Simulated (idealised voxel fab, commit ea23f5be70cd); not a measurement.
The following process module bears the name voxel self aligned contacts.
cross-section cut | 240 nm wide | cells 5 nm
We lay out every cross-section as a grid of square cells and spell it out in bands from the top down, where one band means one or more rows of cells.
Band entry format. Leading values: height of top, height of bottom, nm. Remainder: materials in left-to-right order, each with its width in nm. Special words: "throughout" on a single material, which then fills the band edge to edge; "blank", empty space.
Where do heights start? At 0: under that level the wafer as delivered is made of one material only. And the lowest band has no floor; it just carries on downward, as in "z 0 and below".
A two-number width, for instance "30->40", indicates that the width is equal to the first number in the top row of the band and to the second number in the bottom row, and that it changes by a constant amount per row of cells.
The cross-section has no changed cell in any step marked "identical to before".
"Closed cavity list" lists enclosed empty spaces (at least 8 cells, no open path upward to the top), each as width x height at distance from the left edge, in nm.
That trailing text on a step's line, after the settings, is the simulator's own remark on the step.
The setting "overlay nm" may be written on the line of a step. When the step uses a mask, the value reports how far to the right of the planned place the mask lay, and a negative value reports that it lay to the left.

The process steps that were planned are listed below
1,op RECEIVE | material Si
2,op OXIDIZE | depth nm 5
3,op DIRECTIONAL_DEP | material polySi | thk nm 20
4,op DIRECTIONAL_DEP | material SiN | thk nm 20
5,op DIRECTIONAL_DEP | material aC | thk nm 15
6,op PATTERN | tone cover | mask id GATE | material resist | width nm 30 | pitch nm 70 | thk nm 30 | overlay nm 0
7,op DIRECTIONAL_ETCH | etch materials aC | depth nm 15
8,op STRIP | etch materials resist
9,op DIRECTIONAL_ETCH | etch materials SiN | depth nm 20
10,op DIRECTIONAL_ETCH | etch materials polySi | depth nm 20
11,op STRIP | etch materials aC
12,op CONFORMAL_DEP | material SiN | thk nm 10
13,op DIRECTIONAL_ETCH | etch materials SiN | depth nm 10
14,op FILL_DEP | material SiO2 | thk nm 20
15,op CMP | height nm 50
16,op PATTERN | tone open | mask id CONTACT | material resist | width nm 50 | thk nm 20 | overlay nm 0
17,op DIRECTIONAL_ETCH | etch materials SiO2 | depth nm 55
18,op STRIP | etch materials resist
19,op CONFORMAL_DEP | material TiN | thk nm 5
20,op FILL_DEP | material W | thk nm 10
21,op CMP | height nm 50
22,op CONFORMAL_DEP | material SiCN | thk nm 5

Wafer at receipt (post step 1), cross-section
z 0 and below | Si throughout
Closed cavity list: none

What the wafer looks like in cross-section after this module, when it starts as shown above and follows the plan above but one mistake is made in running it
z 55 to 50 | SiN throughout
z 50 to 40 | 95 SiO2, then 5->20 TiN, then 40->10 W, then 5->20 TiN, then 95 SiO2
z 40 to 20 | 60 SiO2, then 50 SiN, then 5 TiN, then 10 W, then 5 TiN, then 50 SiN, then 60 SiO2
z 20 to 0 | 60 SiO2, then 10 SiN, then 30 polySi, then 10 SiN, then 5 TiN, then 10 W, then 5 TiN, then 10 SiN, then 30 polySi, then 10 SiN, then 60 SiO2
z 0 to -5 | 110 SiO2, then 20 TiN, then 110 SiO2
z -5 and below | Si throughout
Closed cavity list: none
The mistake made against the process plan was this: planned and actual differ for step 22; actual: op CONFORMAL_DEP | material SiN | thk nm 5
